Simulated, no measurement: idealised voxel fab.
process module | voxel self aligned contacts
cross-section cut | 265 nm wide | cells 5 nm
A cross-section is a grid of square cells, given in bands from the top down. A band is one or more rows of cells.
Each band's line starts with the height of the band's top and of its bottom, in nm. Then come its materials from left to right, each with its width in nm. One material with "throughout" fills the band from edge to edge. "air" is empty space.
Height 0 is the level under which the wafer as received is all one material. The lowest band goes on downwards, as in "0 down".
A width such as "30 to 40" changes by the same amount from each row of cells to the next, from the band's top row to its bottom row.
"no change" after a step means that no cell of the cross-section changed.
closed voids: empty space of 8 cells or more with no open way to the top, each as width x height at its distance from the left edge, in nm
after a step's settings: what the simulator itself notes on the step
overlay nm, on a step with a mask: how far to the right of its planned place the mask lay; to the left if negative
plan
1 op RECEIVE | material Si
2 op CONFORMAL_DEP | material SiO2 | thk nm 5
3 op DIRECTIONAL_DEP | material polySi | thk nm 30
4 op DIRECTIONAL_DEP | material SiN | thk nm 15
5 op DIRECTIONAL_DEP | material aC | thk nm 15
6 op PATTERN | tone cover | mask id GATE | material resist | width nm 25 | pitch nm 50 | thk nm 30 | overlay nm 0
7 op DIRECTIONAL_ETCH | etch materials aC | depth nm 15
8 op STRIP | etch materials resist
9 op DIRECTIONAL_ETCH | etch materials SiN | depth nm 15
10 op DIRECTIONAL_ETCH | etch materials polySi | depth nm 30
11 op STRIP | etch materials aC
12 op CONFORMAL_DEP | material SiN | thk nm 5
13 op DIRECTIONAL_ETCH | etch materials SiN | depth nm 5
14 op FILL_DEP | material SiO2 | thk nm 15
15 op CMP | height nm 55
16 op DIRECTIONAL_DEP | material aC | thk nm 10
17 op PATTERN | tone open | mask id CONTACT | material resist | width nm 35 | thk nm 30 | overlay nm 0
18 op DIRECTIONAL_ETCH | etch materials aC | depth nm 10
19 op STRIP | etch materials resist
20 op DIRECTIONAL_ETCH | etch materials SiO2 | depth nm 55
21 op STRIP | etch materials aC
22 op CONFORMAL_DEP | material TiN | thk nm 5
23 op FILL_DEP | material W | thk nm 5
24 op CMP | height nm 55
25 op CONFORMAL_DEP | material SiN | thk nm 5
first wafer, as planned
as received, after step 1
  0 down: Si throughout
  closed voids: none
after step 2
  5 to 0: SiO2 throughout
  below 0: unchanged
after step 3
  35 to 5: polySi throughout
  below 5: unchanged
after step 4
  50 to 35: SiN throughout
  below 35: unchanged
after step 5
  65 to 50: aC throughout
  below 50: unchanged
after step 6
  95 to 65: air 95 | resist 25 | air 25 | resist 25 | air 95
  below 65: unchanged
after step 7
  80 to 65: air 95 | resist 25 | air 25 | resist 25 | air 95
  65 to 50: air 95 | aC 25 | air 25 | aC 25 | air 95
  below 50: unchanged
after step 8
  65 to 50: air 95 | aC 25 | air 25 | aC 25 | air 95
  below 50: unchanged
after step 9
  65 to 50: air 95 | aC 25 | air 25 | aC 25 | air 95
  50 to 35: air 95 | SiN 25 | air 25 | SiN 25 | air 95
  below 35: unchanged
after step 10
  65 to 50: air 95 | aC 25 | air 25 | aC 25 | air 95
  50 to 35: air 95 | SiN 25 | air 25 | SiN 25 | air 95
  35 to 5: air 95 | polySi 25 | air 25 | polySi 25 | air 95
  below 5: unchanged
after step 11
  50 to 35: air 95 | SiN 25 | air 25 | SiN 25 | air 95
  below 35: unchanged
after step 12
  55 to 35: air 90 | SiN 35 | air 15 | SiN 35 | air 90
  35 to 10: air 90 | SiN 5 | polySi 25 | SiN 5 | air 15 | SiN 5 | polySi 25 | SiN 5 | air 90
  10 to 5: SiN 95 | polySi 25 | SiN 25 | polySi 25 | SiN 95
  below 5: unchanged
after step 13
  50 to 35: air 90 | SiN 35 | air 15 | SiN 35 | air 90
  35 to 5: air 90 | SiN 5 | polySi 25 | SiN 5 | air 15 | SiN 5 | polySi 25 | SiN 5 | air 90
  below 5: unchanged
after step 14
  65 to 50: SiO2 throughout
  50 to 35: SiO2 90 | SiN 35 | SiO2 15 | SiN 35 | SiO2 90
  35 to 5: SiO2 90 | SiN 5 | polySi 25 | SiN 5 | SiO2 15 | SiN 5 | polySi 25 | SiN 5 | SiO2 90
  below 5: unchanged
after step 15
  55 to 50: SiO2 throughout
  below 50: unchanged
after step 16
  65 to 55: aC throughout
  below 55: unchanged
after step 17
  95 to 65: resist 115 | air 35 | resist 115
  below 65: unchanged
after step 18
  85 to 65: resist 115 | air 35 | resist 115
  65 to 55: aC 115 | air 35 | aC 115
  below 55: unchanged
after step 19
  65 to 55: aC 115 | air 35 | aC 115
  below 55: unchanged
after step 20
  65 to 55: aC 115 | air 35 | aC 115
  55 to 50: SiO2 115 | air 35 | SiO2 115
  50 to 35: SiO2 90 | SiN 35 | air 15 | SiN 35 | SiO2 90
  35 to 5: SiO2 90 | SiN 5 | polySi 25 | SiN 5 | air 15 | SiN 5 | polySi 25 | SiN 5 | SiO2 90
  5 to 0: SiO2 125 | air 15 | SiO2 125
  below 0: unchanged
after step 21
  55 to 50: SiO2 115 | air 35 | SiO2 115
  below 50: unchanged
after step 22
  60 to 55: TiN 120 | air 25 | TiN 120
  55 to 50: SiO2 115 | TiN 15 | air 5 | TiN 15 | SiO2 115
  50 to 35: SiO2 90 | SiN 35 | TiN 5 | air 5 | TiN 5 | SiN 35 | SiO2 90
  35 to 5: SiO2 90 | SiN 5 | polySi 25 | SiN 5 | TiN 5 | air 5 | TiN 5 | SiN 5 | polySi 25 | SiN 5 | SiO2 90
  5 to 0: SiO2 125 | TiN 15 | SiO2 125
  below 0: unchanged
after step 23
  65 to 60: W throughout
  60 to 55: TiN 120 | W 25 | TiN 120
  55 to 50: SiO2 115 | TiN 15 | W 5 | TiN 15 | SiO2 115
  50 to 35: SiO2 90 | SiN 35 | TiN 5 | W 5 | TiN 5 | SiN 35 | SiO2 90
  35 to 5: SiO2 90 | SiN 5 | polySi 25 | SiN 5 | TiN 5 | W 5 | TiN 5 | SiN 5 | polySi 25 | SiN 5 | SiO2 90
  below 5: unchanged
after step 24
  55 to 50: SiO2 115 | TiN 15 | W 5 | TiN 15 | SiO2 115
  below 50: unchanged
after step 25
  60 to 55: SiN throughout
  below 55: unchanged
second wafer: like start, like plan, one mistake. Through step 16 it matches the first wafer
when step 17 should have ended
  95 to 65: air 115 | resist 35 | air 115
  below 65: unchanged
when step 18 should have ended
  85 to 65: air 115 | resist 35 | air 115
  65 to 55: air 115 | aC 35 | air 115
  below 55: unchanged
when step 19 should have ended
  65 to 55: air 115 | aC 35 | air 115
  below 55: unchanged
when step 20 should have ended
  65 to 55: air 115 | aC 35 | air 115
  55 to 50: air 115 | SiO2 35 | air 115
  50 to 35: air 90 | SiN 35 | SiO2 15 | SiN 35 | air 90
  35 to 5: air 90 | SiN 5 | polySi 25 | SiN 5 | SiO2 15 | SiN 5 | polySi 25 | SiN 5 | air 90
  5 to 0: air 90 | SiO2 85 | air 90
  below 0: unchanged
when step 21 should have ended
  55 to 50: air 115 | SiO2 35 | air 115
  below 50: unchanged
when step 22 should have ended
  60 to 55: air 110 | TiN 45 | air 110
  55 to 50: air 85 | TiN 30 | SiO2 35 | TiN 30 | air 85
  50 to 35: air 85 | TiN 5 | SiN 35 | SiO2 15 | SiN 35 | TiN 5 | air 85
  35 to 5: air 85 | TiN 5 | SiN 5 | polySi 25 | SiN 5 | SiO2 15 | SiN 5 | polySi 25 | SiN 5 | TiN 5 | air 85
  5 to 0: TiN 90 | SiO2 85 | TiN 90
  below 0: unchanged
when step 23 should have ended
  65 to 60: W throughout
  60 to 55: W 110 | TiN 45 | W 110
  55 to 50: W 85 | TiN 30 | SiO2 35 | TiN 30 | W 85
  50 to 35: W 85 | TiN 5 | SiN 35 | SiO2 15 | SiN 35 | TiN 5 | W 85
  35 to 5: W 85 | TiN 5 | SiN 5 | polySi 25 | SiN 5 | SiO2 15 | SiN 5 | polySi 25 | SiN 5 | TiN 5 | W 85
  below 5: unchanged
when step 24 should have ended
  55 to 50: W 85 | TiN 30 | SiO2 35 | TiN 30 | W 85
  below 50: unchanged
when step 25 should have ended
  60 to 55: SiN throughout
  below 55: unchanged
what went wrong: step 17 ran as: op PATTERN | tone cover | mask id CONTACT | material resist | width nm 35 | thk nm 30 | overlay nm 0
at the end the second wafer has, in cells: 369 fewer of SiO2 | 39 more of TiN | 330 more of W
